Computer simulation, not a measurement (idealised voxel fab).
process module | voxel plated lines
cross-section cut | 265 nm wide | cells 5 nm
A cross-section is a grid of square cells, given in bands from the top down. A band is one or more rows of cells.
Each band's line starts with the height of the band's top and of its bottom, in nm. Then come its materials from left to right, each with its width in nm. One material with "throughout" fills the band from edge to edge. "air" is empty space.
Height 0 is the level under which the wafer as received is all one material. The lowest band goes on downwards, as in "0 down".
A width such as "30 to 40" changes by the same amount from each row of cells to the next, from the band's top row to its bottom row.
"no change" after a step means that no cell of the cross-section changed.
closed voids: empty space of 8 cells or more with no open way to the top, each as width x height at its distance from the left edge, in nm
after a step's settings: what the simulator itself notes on the step
overlay nm, on a step with a mask: how far to the right of its planned place the mask lay; to the left if negative
plan
1 op RECEIVE | material Si
2 op CONFORMAL_DEP | material SiO2 | thk nm 10
3 op DIRECTIONAL_DEP | material TiN | thk nm 5
4 op PATTERN | tone open | mask id LINES | material resist | width nm 30 | pitch nm 50 | thk nm 35 | overlay nm 0
5 op EPI | material Ru | thk nm 10
6 op EPI | material Ru | thk nm 10
7 op EPI | material Ru | thk nm 10
8 op STRIP | etch materials resist
9 op DIRECTIONAL_ETCH | etch materials TiN | depth nm 5
10 op CONFORMAL_DEP | material SiCN | thk nm 5
as received, after step 1
  0 down: Si throughout
  closed voids: none
first wafer at the end, as planned
  50 to 45: air 35 | SiCN 40 | air 10 | SiCN 40 | air 10 | SiCN 40 | air 10 | SiCN 40 | air 40
  45 to 15: air 35 | SiCN 5 | Ru 30 | SiCN 5 | air 10 | SiCN 5 | Ru 30 | SiCN 5 | air 10 | SiCN 5 | Ru 30 | SiCN 5 | air 10 | SiCN 5 | Ru 30 | SiCN 5 | air 40
  15 to 10: SiCN 40 | TiN 30 | SiCN 20 | TiN 30 | SiCN 20 | TiN 30 | SiCN 20 | TiN 30 | SiCN 45
  10 to 0: SiO2 throughout
  0 down: Si throughout
  closed voids: none
second wafer at the end: like start, like plan, one mistake
  50 to 45: air 40 | SiCN 30 | air 20 | SiCN 30 | air 20 | SiCN 30 | air 20 | SiCN 30 | air 45
  45 to 15: air 40 | SiCN 5 | Ru 20 | SiCN 5 | air 20 | SiCN 5 | Ru 20 | SiCN 5 | air 20 | SiCN 5 | Ru 20 | SiCN 5 | air 20 | SiCN 5 | Ru 20 | SiCN 5 | air 45
  15 to 10: SiCN 45 | TiN 20 | SiCN 30 | TiN 20 | SiCN 30 | TiN 20 | SiCN 30 | TiN 20 | SiCN 50
  10 to 0: SiO2 throughout
  0 down: Si throughout
  closed voids: none
what went wrong: step 4 ran as: op PATTERN | tone open | mask id LINES | material resist | width nm 20 | pitch nm 50 | thk nm 35 | overlay nm 0
at the end the second wafer has, in cells: 48 fewer of Ru | 8 fewer of TiN
